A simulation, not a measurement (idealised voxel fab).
process module | voxel self aligned contacts
cross-section cut | 240 nm wide | cells 5 nm
A cross-section is a grid of square cells, given in bands from the top down. A band is one or more rows of cells.
Each band's line starts with the height of the band's top and of its bottom, in nm. Then come its materials from left to right, each with its width in nm. One material with "throughout" fills the band from edge to edge. "air" is empty space.
Height 0 is the level under which the wafer as received is all one material. The lowest band goes on downwards, as in "0 down".
A width such as "30 to 40" changes by the same amount from each row of cells to the next, from the band's top row to its bottom row.
"no change" after a step means that no cell of the cross-section changed.
closed voids: empty space of 8 cells or more with no open way to the top, each as width x height at its distance from the left edge, in nm
after a step's settings: what the simulator itself notes on the step
overlay nm, on a step with a mask: how far to the right of its planned place the mask lay; to the left if negative
plan
1 op RECEIVE | material Si
2 op OXIDIZE | depth nm 5
3 op DIRECTIONAL_DEP | material polySi | thk nm 30
4 op DIRECTIONAL_DEP | material SiN | thk nm 20
5 op PATTERN | tone cover | mask id GATE | material resist | width nm 35 | pitch nm 70 | thk nm 15 | overlay nm 0
6 op DIRECTIONAL_ETCH | etch materials SiN | depth nm 20
7 op DIRECTIONAL_ETCH | etch materials polySi | depth nm 30
8 op STRIP | etch materials resist
9 op CONFORMAL_DEP | material SiN | thk nm 10
10 op DIRECTIONAL_ETCH | etch materials SiN | depth nm 10
11 op FILL_DEP | material SiO2 | thk nm 15
12 op CMP | height nm 60
13 op DIRECTIONAL_DEP | material aC | thk nm 10
14 op PATTERN | tone open | mask id CONTACT | material resist | width nm 55 | pitch nm 70 | thk nm 30 | overlay nm 0
15 op DIRECTIONAL_ETCH | etch materials aC | depth nm 10
16 op STRIP | etch materials resist
17 op DIRECTIONAL_ETCH | etch materials SiO2 | depth nm 65
18 op STRIP | etch materials aC
19 op CONFORMAL_DEP | material TiN | thk nm 5
20 op FILL_DEP | material W | thk nm 5
21 op CMP | height nm 60
22 op CONFORMAL_DEP | material SiCN | thk nm 5
as received, after step 1
  0 down: Si throughout
  closed voids: none
first wafer at the end, as planned
  65 to 60: SiCN throughout
  60 to 50: SiO2 55 | TiN 5 to 25 | W 45 to 5 | TiN 5 to 25 | SiO2 15 | TiN 5 to 25 | W 45 to 5 | TiN 5 to 25 | SiO2 60
  50 to 30: SiO2 20 | SiN 55 | TiN 5 | W 5 | TiN 5 | SiN 55 | TiN 5 | W 5 | TiN 5 | SiN 55 | SiO2 25
  30 to 0: SiO2 20 | SiN 10 | polySi 35 | SiN 10 | TiN 5 | W 5 | TiN 5 | SiN 10 | polySi 35 | SiN 10 | TiN 5 | W 5 | TiN 5 | SiN 10 | polySi 35 | SiN 10 | SiO2 25
  0 to -5: SiO2 75 | TiN 15 | SiO2 55 | TiN 15 | SiO2 80
  -5 down: Si throughout
  closed voids: none
second wafer at the end: like start, like plan, one mistake
  65 to 60: SiCN throughout
  60 to 50: SiO2 60 | TiN 5 to 20 | W 40 to 5 | TiN 5 to 25 | SiO2 20 | TiN 5 to 20 | W 40 to 5 | TiN 5 to 25 | SiO2 60
  50 to 30: SiO2 20 | SiN 55 | TiN 5 | W 5 | TiN 5 | SiN 55 | TiN 5 | W 5 | TiN 5 | SiN 55 | SiO2 25
  30 to 0: SiO2 20 | SiN 10 | polySi 35 | SiN 10 | TiN 5 | W 5 | TiN 5 | SiN 10 | polySi 35 | SiN 10 | TiN 5 | W 5 | TiN 5 | SiN 10 | polySi 35 | SiN 10 | SiO2 25
  0 to -5: SiO2 75 | TiN 15 | SiO2 55 | TiN 15 | SiO2 80
  -5 down: Si throughout
  closed voids: none
what went wrong: step 14 ran as: op PATTERN | tone open | mask id CONTACT | material resist | width nm 50 | pitch nm 70 | thk nm 30 | overlay nm 0
at the end the second wafer has, in cells: 4 more of SiO2 | 2 fewer of TiN | 2 fewer of W
